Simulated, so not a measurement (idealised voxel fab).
Process module heading - voxel ribs on slabs
150 nm wide, 5 nm square cells: that's cross-section cut.
Cross-section format: a grid of square cells, given as bands from top to bottom; each band is one or more rows of cells. Look at the band entry: it leads with the top's height and the bottom's height in nm. Then it lists the materials left to right, with a width in nm for each. The word "all across" on a single material says that material fills the band edge to edge. The word "empty" is empty space. Height is counted from the level 0, under which the received wafer is composed throughout of one material. The lowest of the bands is not closed at the bottom but continues downward, in the notation "from 0 down". The width entry "30 to 40" should be interpreted row by row: the top row of cells in the band takes the first number, the bottom row takes the second number, and the change between adjacent rows is uniform throughout. Key: "nothing got changed" - step with no changed cell in the cross-section. Heads up: "Closed voids list" only lists the empty pockets with no open path to the top that are 8 cells or more, and it writes them as width x height at distance, distance from the left edge, in nm. If you see something after the settings on a step's line, that's the simulator's own remark about that step. overlay nm: right-of-plan distance of the mask on a masked step; negative values mean left-of-plan.
## Planned step list for the process
1. RECEIVE with material Si
2. DIRECTIONAL_DEP with material SiO2, thk nm 25
3. DIRECTIONAL_DEP with material polySi, thk nm 25
4. DIRECTIONAL_DEP with material aC, thk nm 10
5. PATTERN with tone cover, mask id RIB, material resist, width nm 25, thk nm 25, overlay nm 0
6. DIRECTIONAL_ETCH with etch materials aC, depth nm 10
7. STRIP with etch materials resist
8. DIRECTIONAL_ETCH with etch materials polySi, depth nm 10
9. STRIP with etch materials aC
10. MASKED_ETCH with tone cover, mask id SLAB, width nm 55, etch materials polySi, depth nm 15, overlay nm 0
11. FILL_DEP with material SiO2, thk nm 15
12. CMP with height nm 60
13. DIRECTIONAL_DEP with material W, thk nm 5
14. DIRECTIONAL_DEP with material aC, thk nm 10
15. PATTERN with tone cover, mask id HEATER, material resist, width nm 35, thk nm 30, overlay nm 0
16. DIRECTIONAL_ETCH with etch materials aC, depth nm 10
17. STRIP with etch materials resist
18. DIRECTIONAL_ETCH with etch materials W, depth nm 5
19. STRIP with etch materials aC
20. CONFORMAL_DEP with material SiN, thk nm 5
## Wafer cross-section on receipt, i.e. after step 1
- from 0 down = Si all across
- Closed voids list: none
## a wafer at the end: this start, this plan, one mistake
- from 70 to 60 = SiN all across
- from 60 to 50 = SiO2 all across
- from 50 to 40 = SiO2=60; polySi=25; SiO2=65
- from 40 to 25 = SiO2=45; polySi=55; SiO2=50
- from 25 to 0 = SiO2 all across
- from 0 down = Si all across
- Closed voids list: none
What was done differently from what was planned? step 13 deviated from plan and actually ran as DIRECTIONAL_DEP with material SiN, thk nm 5
